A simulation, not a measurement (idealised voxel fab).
Herein follows the process module entitled voxel self aligned vias.
For reference, the cross-section in this document is cut, with width 245 nm and square cells of 5 nm.
How to read a cross-section here: the picture is a grid of square cells, written as bands going from the top down, and any band can span one or more rows of cells. Quick guide to a band line: top height, bottom height (nm) up front; then every material left to right with its width in nm. Only one material and it's marked "all across"? Then it fills the band edge to edge. And "empty" just means empty space. Counting heights begins at 0, where everything beneath is, in the wafer as received, one material. The lowest band has no bottom; it goes on downwards, as "0 down" shows. With a width like "30 to 40", each row of cells in the band differs from the next by the same amount, the top row carrying the first number and the bottom row the second. It should be understood that the words "no alteration", when stated for a given step, signify that the cross-section underwent no change in any of its cells during that step. The list in "Closed cavity list" covers empty spaces of 8 cells or more that cannot reach the top through any open way, and it gives each as width x height at distance; the distance is from the left edge, and width, height and distance are in nm. The remark found on a step's line after its settings is issued by the simulator itself and pertains to that step. You can add "overlay nm" to a step's line. For a step with a mask, it describes how far the mask lay to the right of its planned position, and a negative number describes a lay to the left.

THE FOLLOWING LIST GIVES THE PLANNED PROCESS STEPS
1,RECEIVE (material Si)
2,CONFORMAL_DEP (material SiO2; thk nm 10)
3,CONFORMAL_DEP (material SiCN; thk nm 5)
4,DIRECTIONAL_DEP (material lowk; thk nm 25)
5,MASKED_ETCH (tone open; mask id LINES; width nm 25; pitch nm 60; etch materials lowk; depth nm 25; overlay nm 0)
6,CONFORMAL_DEP (material TiN; thk nm 5)
7,FILL_DEP (material W; thk nm 5)
8,CMP (height nm 40)
9,SELECTIVE_ETCH (etch materials W Ru TiN; depth nm 10)
10,FILL_DEP (material SiN; thk nm 5)
11,CMP (height nm 40)
12,DIRECTIONAL_DEP (material lowk; thk nm 20)
13,PATTERN (tone open; mask id VIAS; material resist; width nm 45; pitch nm 60; thk nm 20; overlay nm 0)
14,DIRECTIONAL_ETCH (etch materials lowk; depth nm 20)
15,DIRECTIONAL_ETCH (etch materials SiN; depth nm 10)
16,STRIP (etch materials resist)
17,CONFORMAL_DEP (material TiN; thk nm 5)
18,FILL_DEP (material Ru; thk nm 5)
19,CMP (height nm 60)
20,CONFORMAL_DEP (material SiN; thk nm 5)

ACCOUNT OF THE FIRST OF TWO WAFERS, WHICH WAS PROCESSED AS INTENDED

THIS IS THE CROSS-SECTION OF THE WAFER AS WE RECEIVED IT, I.E. AFTER STEP 1
  0 down  Si all across
  Closed cavity list: none

THE WAFER, SEEN IN CROSS-SECTION, AFTER STEP 2
  10 to 0  SiO2 all across
  At heights below 0, the structure remains unaltered.

THE WAFER, SEEN IN CROSS-SECTION, AFTER STEP 3
  15 to 10  SiCN all across
  At heights below 10, the structure remains unaltered.

THE WAFER, SEEN IN CROSS-SECTION, AFTER STEP 4
  40 to 15  lowk all across
  At heights below 15, the structure remains unaltered.

THE WAFER, SEEN IN CROSS-SECTION, AFTER STEP 5
  40 to 15  lowk 80  empty 25  lowk 35  empty 25  lowk 80
  At heights below 15, the structure remains unaltered.

THE WAFER, SEEN IN CROSS-SECTION, AFTER STEP 6
  45 to 40  TiN 85  empty 15  TiN 45  empty 15  TiN 85
  40 to 20  lowk 80  TiN 5  empty 15  TiN 5  lowk 35  TiN 5  empty 15  TiN 5  lowk 80
  20 to 15  lowk 80  TiN 25  lowk 35  TiN 25  lowk 80
  At heights below 15, the structure remains unaltered.

THE WAFER, SEEN IN CROSS-SECTION, AFTER STEP 7
  50 to 45  W all across
  45 to 40  TiN 85  W 15  TiN 45  W 15  TiN 85
  40 to 20  lowk 80  TiN 5  W 15  TiN 5  lowk 35  TiN 5  W 15  TiN 5  lowk 80
  At heights below 20, the structure remains unaltered.

THE WAFER, SEEN IN CROSS-SECTION, AFTER STEP 8
  40 to 20  lowk 80  TiN 5  W 15  TiN 5  lowk 35  TiN 5  W 15  TiN 5  lowk 80
  At heights below 20, the structure remains unaltered.

THE WAFER, SEEN IN CROSS-SECTION, AFTER STEP 9
  40 to 30  lowk 80  empty 25  lowk 35  empty 25  lowk 80
  At heights below 30, the structure remains unaltered.

THE WAFER, SEEN IN CROSS-SECTION, AFTER STEP 10
  45 to 40  SiN all across
  40 to 30  lowk 80  SiN 25  lowk 35  SiN 25  lowk 80
  At heights below 30, the structure remains unaltered.

THE WAFER, SEEN IN CROSS-SECTION, AFTER STEP 11
  40 to 30  lowk 80  SiN 25  lowk 35  SiN 25  lowk 80
  At heights below 30, the structure remains unaltered.

THE WAFER, SEEN IN CROSS-SECTION, AFTER STEP 12
  60 to 40  lowk all across
  At heights below 40, the structure remains unaltered.

THE WAFER, SEEN IN CROSS-SECTION, AFTER STEP 13
  80 to 60  resist 70  empty 45  resist 15  empty 45  resist 70
  At heights below 60, the structure remains unaltered.

THE WAFER, SEEN IN CROSS-SECTION, AFTER STEP 14
  80 to 60  resist 70  empty 45  resist 15  empty 45  resist 70
  60 to 40  lowk 70  empty 45  lowk 15  empty 45  lowk 70
  At heights below 40, the structure remains unaltered.

THE WAFER, SEEN IN CROSS-SECTION, AFTER STEP 15
  80 to 60  resist 70  empty 45  resist 15  empty 45  resist 70
  60 to 40  lowk 70  empty 45  lowk 15  empty 45  lowk 70
  40 to 30  lowk 80  empty 25  lowk 35  empty 25  lowk 80
  At heights below 30, the structure remains unaltered.

THE WAFER, SEEN IN CROSS-SECTION, AFTER STEP 16
  60 to 40  lowk 70  empty 45  lowk 15  empty 45  lowk 70
  At heights below 40, the structure remains unaltered.

THE WAFER, SEEN IN CROSS-SECTION, AFTER STEP 17
  65 to 60  TiN 75  empty 35  TiN 25  empty 35  TiN 75
  60 to 45  lowk 70  TiN 5  empty 35  TiN 5  lowk 15  TiN 5  empty 35  TiN 5  lowk 70
  45 to 35  lowk 70 to 80  TiN 15 to 5  empty 15  TiN 15 to 5  lowk 15 to 35  TiN 15 to 5  empty 15  TiN 15 to 5  lowk 70 to 80
  35 to 30  lowk 80  TiN 25  lowk 35  TiN 25  lowk 80
  At heights below 30, the structure remains unaltered.

THE WAFER, SEEN IN CROSS-SECTION, AFTER STEP 18
  70 to 65  Ru all across
  65 to 60  TiN 75  Ru 35  TiN 25  Ru 35  TiN 75
  60 to 45  lowk 70  TiN 5  Ru 35  TiN 5  lowk 15  TiN 5  Ru 35  TiN 5  lowk 70
  45 to 35  lowk 70 to 80  TiN 15 to 5  Ru 15  TiN 15 to 5  lowk 15 to 35  TiN 15 to 5  Ru 15  TiN 15 to 5  lowk 70 to 80
  At heights below 35, the structure remains unaltered.

THE WAFER, SEEN IN CROSS-SECTION, AFTER STEP 19
  60 to 45  lowk 70  TiN 5  Ru 35  TiN 5  lowk 15  TiN 5  Ru 35  TiN 5  lowk 70
  At heights below 45, the structure remains unaltered.

THE WAFER, SEEN IN CROSS-SECTION, AFTER STEP 20
  65 to 60  SiN all across
  At heights below 60, the structure remains unaltered.

THE SECOND WAFER: IDENTICAL TO THE FIRST AT THE OUTSET AND IN ITS PLANNED SEQUENCE, DIFFERING ONLY IN THAT ONE MISTAKE WAS MADE DURING PROCESSING; UP TO AND INCLUDING STEP 12, ITS PATH IS THE FIRST WAFER'S PATH

SECOND WAFER, CROSS-SECTION, PLANNED END OF STEP 13
  80 to 60  empty 70  resist 45  empty 15  resist 45  empty 70
  At heights below 60, the structure remains unaltered.

SECOND WAFER, CROSS-SECTION, PLANNED END OF STEP 14
  80 to 60  empty 70  resist 45  empty 15  resist 45  empty 70
  60 to 40  empty 70  lowk 45  empty 15  lowk 45  empty 70
  At heights below 40, the structure remains unaltered.

Second wafer, cross-section, planned end of step 15: no alteration

SECOND WAFER, CROSS-SECTION, PLANNED END OF STEP 16
  60 to 40  empty 70  lowk 45  empty 15  lowk 45  empty 70
  At heights below 40, the structure remains unaltered.

SECOND WAFER, CROSS-SECTION, PLANNED END OF STEP 17
  65 to 60  empty 65  TiN 55  empty 5  TiN 55  empty 65
  60 to 45  empty 65  TiN 5  lowk 45  TiN 5  empty 5  TiN 5  lowk 45  TiN 5  empty 65
  45 to 40  TiN 70  lowk 45  TiN 15  lowk 45  TiN 70
  At heights below 40, the structure remains unaltered.

SECOND WAFER, CROSS-SECTION, PLANNED END OF STEP 18
  70 to 65  Ru all across
  65 to 60  Ru 65  TiN 55  Ru 5  TiN 55  Ru 65
  60 to 45  Ru 65  TiN 5  lowk 45  TiN 5  Ru 5  TiN 5  lowk 45  TiN 5  Ru 65
  At heights below 45, the structure remains unaltered.

SECOND WAFER, CROSS-SECTION, PLANNED END OF STEP 19
  60 to 45  Ru 65  TiN 5  lowk 45  TiN 5  Ru 5  TiN 5  lowk 45  TiN 5  Ru 65
  At heights below 45, the structure remains unaltered.

SECOND WAFER, CROSS-SECTION, PLANNED END OF STEP 20
  65 to 60  SiN all across
  At heights below 60, the structure remains unaltered.
In executing the process, a mistake was made relative to the plan: step 13, actual vs plan mismatch, actual run PATTERN (tone cover; mask id VIAS; material resist; width nm 45; pitch nm 60; thk nm 20; overlay nm 0)
The final cell counts differ between the wafers, with the second having more or fewer of some materials than the first: +27 Ru; +20 SiN; +5 TiN; -52 lowk
